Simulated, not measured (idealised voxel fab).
Process module in this document: voxel tone inversion
Square cells of 5 nm make up the cross-section cut, whose width is 285 nm.
We lay out every cross-section as a grid of square cells and spell it out in bands from the top down, where one band means one or more rows of cells. Band: top height; bottom height; in nm. Then, left to right: material with width in nm, for each material. "full width": a single material spanning edge to edge. "empty": empty space. The level at which height equals 0 is the one under which the wafer, as it arrives, is entirely one material. No lower edge exists for the bottom band, which continues downward and is notated as in "0..down". So if you see something like "30->40" for the width, read it as the top row of the band sitting at the first number and the bottom row at the second, with every row in between moving by the same amount as the last. Key: "remains unaltered" - step with no changed cell in the cross-section. Basically, "Closed internal voids" tells you about the enclosed voids: empty spaces with no open way to the top, 8 cells or bigger, each written width x height at distance, where distance is from the left edge, all in nm. Formally, on a step line, whatever follows the settings is a remark that the simulator itself makes on the step. overlay nm: mask offset rightward from planned place, masked step; negative means leftward offset.

**Listed below are the process steps as planned**
| 1 | RECEIVE (material Si) |
| 2 | CONFORMAL_DEP (material SiN; thk nm 10) |
| 3 | DIRECTIONAL_DEP (material aC; thk nm 15) |
| 4 | PATTERN (tone cover; mask id POSTS; material resist; width nm 20; pitch nm 35; thk nm 20; overlay nm 0) |
| 5 | DIRECTIONAL_ETCH (etch materials aC; depth nm 15) |
| 6 | STRIP (etch materials resist) |
| 7 | FILL_DEP (material lowk; thk nm 10) |
| 8 | CMP (height nm 25) |
| 9 | STRIP (etch materials aC) |
| 10 | CONFORMAL_DEP (material TiN; thk nm 5) |
| 11 | FILL_DEP (material W; thk nm 10) |
| 12 | CMP (height nm 25) |
| 13 | CONFORMAL_DEP (material SiN; thk nm 5) |

**Received-state cross-section, reflecting completion of step 1**
> 0..down  Si full width
> Closed internal voids: none

**Final cross-section, module run with one mistake (start and plan as above)**
> 30..25  SiN full width
> 25..15  W 110 / TiN 5 / lowk 20 / TiN 5 / W 5 / TiN 5 / lowk 20 / TiN 5 / W 110
> 15..10  TiN 115 / lowk 20 / TiN 15 / lowk 20 / TiN 115
> 10..0  SiN full width
> 0..down  Si full width
> Closed internal voids: none
Nonconformance to the process plan: contrary to plan, step 4 was performed as PATTERN (tone open; mask id POSTS; material resist; width nm 20; pitch nm 35; thk nm 20; overlay nm 0)
